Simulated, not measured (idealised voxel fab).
Presented below is a process module, voxel spacer lines.
In the cross-section labelled cut, the width is 275 nm and each square cell is 5 nm.
Format of a cross-section: grid, square cells. Given as bands. Order: top down. Band: one or more rows of cells. For a band, the entry starts with two heights in nm, that of the top and then that of the bottom, and carries on with the band's materials in order from left to right, each alongside its width in nm; the word "throughout" beside a single material means it fills the band edge to edge, and "air" means empty space. Measure heights from 0. That's the level where, below it, the as-received wafer is all one material. The lowest band is bottomless and extends downward; write it as in "z 0 and below". A width given as "30->40" starts at the first number in the band's top row and ends at the second number in its bottom row, shifting by an equal amount at every step from row to row. You'll sometimes find "remains unaltered" written for a step, and that's the way of saying that nowhere in the cross-section did a cell change during that step. Reported under the label "Completely sealed voids" are the empty spaces having no open way to the top and comprising 8 cells or more; the notation for each is width x height at distance, in which the distance is measured from the left edge and all three values are in nm. Anything after a step's settings on that line? It's the simulator's own note about the step. overlay nm: step with mask; distance mask lay right of planned place; negative value = left of planned place.
The following list gives the planned process steps
| 1 | RECEIVE [material Si] |
| 2 | CONFORMAL_DEP [material Al2O3] [thk nm 5] |
| 3 | DIRECTIONAL_DEP [material W] [thk nm 20] |
| 4 | DIRECTIONAL_DEP [material polySi] [thk nm 20] |
| 5 | PATTERN [tone cover] [mask id MANDREL] [material resist] [width nm 20] [pitch nm 60] [thk nm 25] [overlay nm 0] |
| 6 | DIRECTIONAL_ETCH [etch materials polySi] [depth nm 20] |
| 7 | STRIP [etch materials resist] |
| 8 | CONFORMAL_DEP [material SiO2] [thk nm 10] |
| 9 | DIRECTIONAL_ETCH [etch materials SiO2] [depth nm 10] |
| 10 | STRIP [etch materials polySi] |
| 11 | DIRECTIONAL_ETCH [etch materials W] [depth nm 20] |
| 12 | STRIP [etch materials SiO2] |
| 13 | FILL_DEP [material SiO2] [thk nm 5] |
| 14 | CMP [height nm 25] |
As received (post step 1): cross-section
> z 0 and below: Si throughout
> Completely sealed voids: none
First of two wafers, end-of-module section, run followed plan
> z 25 to 5: 85 of SiO2 / 10 of W / 20 of SiO2 / 10 of W / 20 of SiO2 / 10 of W / 20 of SiO2 / 10 of W / 90 of SiO2
> z 5 to 0: Al2O3 throughout
> z 0 and below: Si throughout
> Completely sealed voids: none
Cross-section at end of module for the second wafer of two, which matched the first in starting point and plan and differed by one mistake in its processing
> z 25 to 20: SiO2 throughout
> z 20 to 0: 85 of SiO2 / 10 of W / 20 of SiO2 / 10 of W / 20 of SiO2 / 10 of W / 20 of SiO2 / 10 of W / 90 of SiO2
> z 0 and below: Si throughout
> Completely sealed voids: none
The mistake made against the process plan was this: step 2 of the plan did not run at all; it was left out
Final wafer comparison in cells, second versus first, more or fewer per material: 55 fewer of Al2O3; 55 more of SiO2
